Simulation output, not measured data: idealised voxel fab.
The process module presented herein is designated voxel tone inversion.
FYI the section here is cut, 145 nm wide, cells are 5 nm squares.
Square cells in a grid make up a cross-section in this document, and the grid is given as bands, listed from the top down, each one or more rows of cells.
In this notation a band is specified by the heights of its top and bottom, in that order and in nm, after which its materials appear from left to right, each paired with its width in nm. The word "throughout" attached to a single material means that material fills the band from edge to edge; the word "blank" stands for empty space.
Zero point of the height axis is 0; under it, received wafer = one material. Lowest band: continues down indefinitely, "from 0 down".
With a width like "30->40", each row of cells in the band differs from the next by the same amount, the top row carrying the first number and the bottom row the second.
It should be understood that the words "identical to before", when stated for a given step, signify that the cross-section underwent no change in any of its cells during that step.
The entry "Fully sealed voids" lists the empty spaces that cover at least 8 cells and have no open path to the top. Each is written as width x height at distance, where the distance is measured from the left edge and all three values are in nm.
Whatever follows a step's settings on its line is a remark the simulator itself makes about that step.
If you see "overlay nm" on a step's line and that step has a mask, it's telling you how far right of where it was planned the mask ended up; a negative number means it went left instead.
[The process steps that were planned are listed below]
1,RECEIVE (material Si)
2,CONFORMAL_DEP (material SiCN; thk nm 10)
3,DIRECTIONAL_DEP (material aC; thk nm 15)
4,PATTERN (tone cover; mask id POSTS; material resist; width nm 15; pitch nm 30; thk nm 10; overlay nm 0)
5,DIRECTIONAL_ETCH (etch materials aC; depth nm 15)
6,STRIP (etch materials resist)
7,FILL_DEP (material SiO2; thk nm 5)
8,CMP (height nm 25)
9,STRIP (etch materials aC)
10,CONFORMAL_DEP (material TiN; thk nm 5)
11,FILL_DEP (material Ru; thk nm 5)
12,CMP (height nm 25)
13,CONFORMAL_DEP (material SiCN; thk nm 5)
It is noted that the wafers described herein are identical at the outset and are distinguished by the thk nm of step 4; the value stated in the plan corresponds to the first wafer.
[The first of several wafers as received, shown in cross-section; this is its state after step 1]
    from 0 down | Si throughout
    Fully sealed voids: none
[Wafer rows, end of module: cells per material gained (+) or lost (-) since receipt; closed voids last]
thk nm 10; +87 SiCN; +63 SiO2; +24 aC; Fully sealed voids: none
thk nm 15; +8 Ru; +87 SiCN; +51 SiO2; +28 TiN; Fully sealed voids: none
thk nm 20; +8 Ru; +87 SiCN; +51 SiO2; +28 TiN; Fully sealed voids: none
thk nm 25; +8 Ru; +87 SiCN; +51 SiO2; +28 TiN; Fully sealed voids: none
thk nm 30; +8 Ru; +87 SiCN; +51 SiO2; +28 TiN; Fully sealed voids: none
thk nm 35; +8 Ru; +87 SiCN; +51 SiO2; +28 TiN; Fully sealed voids: none
